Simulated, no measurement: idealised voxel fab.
Process module in this document: voxel lift off
The cross-section shown here is cut; it is 300 nm wide and divided into square cells measuring 5 nm on a side.
Cross-section format: a grid of square cells, given as bands from top to bottom; each band is one or more rows of cells.
Band: top height; bottom height; in nm. Then, left to right: material with width in nm, for each material. "full width": a single material spanning edge to edge. "blank": empty space.
Heads up on the height convention: 0 is the point under which the incoming wafer is all one material, and the lowest band has no bottom, it just keeps going down, like "0 and below".
The expression "30->40" gives the width at the extremes of the band, the first number at its top row of cells and the second at its bottom row, with the width changing by equal amounts from each row to the next in between.
Any step labelled "same as before" changed none of the cells in the cross-section.
Voids not open to the top, 8 cells minimum: see "Trapped void list". Written width x height at distance; distance is from the left edge; nm.
Read whatever lies past the settings on a step's line as the simulator's own remark about the step.
"overlay nm", when on a step's line for a step with a mask, measures how far to the right of its planned place the mask lay; a negative measure means to the left.
PROCESS STEPS (PLANNED)
step 1: RECEIVE (material Si)
step 2: CONFORMAL_DEP (material SiN; thk nm 10)
step 3: PATTERN (tone open; mask id LINES; material resist; width nm 15; pitch nm 50; thk nm 20; overlay nm 0)
step 4: DIRECTIONAL_DEP (material Ru; thk nm 10)
step 5: STRIP (etch materials resist)
step 6: CONFORMAL_DEP (material SiN; thk nm 5)
Same starting wafers, different width nm at step 3. Plan value belongs to the first wafer.
CROSS-SECTION OF THE FIRST OF SEVERAL WAFERS ON RECEIPT, REFLECTING COMPLETION OF STEP 1
- 0 and below | Si full width
- Trapped void list: none
THE ROWS OF THE TABLE BELOW ARE WAFERS. LOOKING AT THE END OF THE MODULE, A ROW COUNTS, FOR EVERY MATERIAL, THE CELLS THE WAFER HAS GAINED, SHOWN AS (+), OR LOST, SHOWN AS (-), SINCE IT WAS RECEIVED; ITS CLOSED VOIDS COME NEXT
width nm 15; +12 Ru; +188 SiN; Trapped void list: none
width nm 20; +16 Ru; +188 SiN; Trapped void list: none
width nm 25; +20 Ru; +188 SiN; Trapped void list: none
width nm 30; +24 Ru; +188 SiN; Trapped void list: none
width nm 35; +28 Ru; +188 SiN; Trapped void list: none
